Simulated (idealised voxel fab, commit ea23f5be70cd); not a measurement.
Documented hereafter: the process module known as voxel ribs on slabs.
Section shown: cut. Width: 205 nm. Cell size: 5 nm, square.
Cross-section layout: square cells on a grid; listed as bands, top to bottom; a band spans one or more cell rows.
Top height, bottom height, nm. Materials left to right, width each, nm. Single material + "full width" = fills band edge to edge. "empty" = empty.
The reference from which all heights are counted is 0, the level beneath which the as-received wafer is entirely one material; the lowest band, having no lower bound, proceeds downward and is written after the example "from 0 down".
The expression "30 to 40" gives the width at the extremes of the band, the first number at its top row of cells and the second at its bottom row, with the width changing by equal amounts from each row to the next in between.
Any step labelled "all unchanged" changed none of the cells in the cross-section.
"Fully enclosed voids" lists enclosed empty spaces (at least 8 cells, no open path upward to the top), each as width x height at distance from the left edge, in nm.
What comes after the settings on a step's line is commentary from the simulator itself on that step.
"overlay nm", when on a step's line for a step with a mask, measures how far to the right of its planned place the mask lay; a negative measure means to the left.

The steps planned for the process are as follows
1) RECEIVE (material Si)
2) DIRECTIONAL_DEP (material SiO2; thk nm 25)
3) DIRECTIONAL_DEP (material polySi; thk nm 20)
4) PATTERN (tone cover; mask id RIB; material resist; width nm 30; thk nm 20; overlay nm 0)
5) DIRECTIONAL_ETCH (etch materials polySi; depth nm 10)
6) STRIP (etch materials resist)
7) MASKED_ETCH (tone cover; mask id SLAB; width nm 60; etch materials polySi; depth nm 10; overlay nm 0)
8) FILL_DEP (material SiO2; thk nm 25)
9) CMP (height nm 60)
10) DIRECTIONAL_DEP (material TiN; thk nm 5)
11) PATTERN (tone cover; mask id HEATER; material resist; width nm 40; thk nm 20; overlay nm 0)
12) DIRECTIONAL_ETCH (etch materials TiN; depth nm 5)
13) STRIP (etch materials resist)
14) CONFORMAL_DEP (material SiO2; thk nm 10)

Incoming wafer in cross-section (state: after step 1)
from 0 down | Si full width
Fully enclosed voids: none

First of two wafers: cross-section at end of module, run per plan
from 75 to 70 | empty 70; SiO2 60; empty 75
from 70 to 65 | SiO2 full width
from 65 to 60 | SiO2 80; TiN 40; SiO2 85
from 60 to 45 | SiO2 full width
from 45 to 35 | SiO2 85; polySi 30; SiO2 90
from 35 to 25 | SiO2 70; polySi 60; SiO2 75
from 25 to 0 | SiO2 full width
from 0 down | Si full width
Fully enclosed voids: none

Here is the second of the two wafers cut open at the end of the module - same start, same plan as the first one, but we made one mistake running it
from 75 to 70 | empty 70; SiO2 60; empty 75
from 70 to 65 | SiO2 full width
from 65 to 60 | SiO2 80; TiN 40; SiO2 85
from 60 to 45 | SiO2 full width
from 45 to 35 | SiO2 85; polySi 30; SiO2 90
from 35 to 25 | SiO2 70; polySi 65; SiO2 70
from 25 to 0 | SiO2 full width
from 0 down | Si full width
Fully enclosed voids: none
Error vs. plan: step 7 went in with a setting other than planned; the actual run was MASKED_ETCH (tone cover; mask id SLAB; width nm 65; etch materials polySi; depth nm 10; overlay nm 0)
At the finish, the second wafer shows more or fewer cells for some materials than the first does: SiO2 -2 | polySi +2
